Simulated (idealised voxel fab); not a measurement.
Proc. module: voxel self aligned vias
Cross-section cut spans 280 nm and uses square cells 5 nm in size.
In what follows, cross-sections appear as grids of square cells, described through bands that run from the top down, where every band is one or more rows of cells. Band entry format. Leading values: height of top, height of bottom, nm. Remainder: materials in left-to-right order, each with its width in nm. Special words: "throughout" on a single material, which then fills the band edge to edge; "blank", empty space. The reference from which all heights are counted is 0, the level beneath which the as-received wafer is entirely one material; the lowest band, having no lower bound, proceeds downward and is written after the example "0 down". A width such as "30->40" changes by the same amount from each row of cells to the next, from the band's top row to its bottom row. You'll sometimes find "left unchanged" written for a step, and that's the way of saying that nowhere in the cross-section did a cell change during that step. Empty spaces counting at least 8 cells and having no open way to the top are listed in "Closed empty spaces". The notation width x height at distance is used for each, the distance being from the left edge and all three values in nm. Read whatever lies past the settings on a step's line as the simulator's own remark about the step. The line of a step may include "overlay nm". On a step with a mask, this value is how far to the right of its planned place the mask lay. A negative value means the mask lay to the left.

Process steps - plan:
step 1: RECEIVE (material Si)
step 2: CONFORMAL_DEP (material SiO2; thk nm 15)
step 3: CONFORMAL_DEP (material SiCN; thk nm 5)
step 4: DIRECTIONAL_DEP (material lowk; thk nm 30)
step 5: MASKED_ETCH (tone open; mask id LINES; width nm 30; pitch nm 75; etch materials lowk; depth nm 30; overlay nm 0)
step 6: CONFORMAL_DEP (material TiN; thk nm 5)
step 7: FILL_DEP (material W; thk nm 10)
step 8: CMP (height nm 50)
step 9: SELECTIVE_ETCH (etch materials W Ru TiN; depth nm 10)
step 10: FILL_DEP (material SiN; thk nm 10)
step 11: CMP (height nm 50)
step 12: DIRECTIONAL_DEP (material lowk; thk nm 20)
step 13: MASKED_ETCH (tone open; mask id VIAS; width nm 50; etch materials lowk; depth nm 20; overlay nm 0)
step 14: MASKED_ETCH (tone open; mask id VIAS; width nm 50; etch materials SiN; depth nm 10; overlay nm 0)
step 15: CONFORMAL_DEP (material TiN; thk nm 5)
step 16: FILL_DEP (material Ru; thk nm 5)
step 17: CMP (height nm 70)
step 18: CONFORMAL_DEP (material SiN; thk nm 5)

Step 1 complete: cross-section of the wafer as received:
	0 down: Si throughout
	Closed empty spaces: none

The cross-section shown corresponds to the wafer at the conclusion of the module. The initial structure and the process plan are those presented above; however, one mistake occurred in executing the plan:
	75 to 70: SiN throughout
	70 to 50: lowk: 75, then TiN: 5, then Ru: 40, then TiN: 5, then lowk: 155
	50 to 45: SiN: 75, then TiN: 5, then Ru: 40, then TiN: 5, then SiN: 155
	45 to 40: SiN: 75, then TiN: 50, then SiN: 155
	40 to 35: TiN: 90, then W: 20, then TiN: 55, then W: 20, then TiN: 95
	35 to 10: lowk: 85, then TiN: 5, then W: 20, then TiN: 5, then lowk: 45, then TiN: 5, then W: 20, then TiN: 5, then lowk: 90
	10 to 5: lowk: 85, then TiN: 30, then lowk: 45, then TiN: 30, then lowk: 90
	5 to 0: SiCN throughout
	0 down: Si throughout
	Closed empty spaces: none
Run error: the plan's step 2 went unexecuted, having been skipped
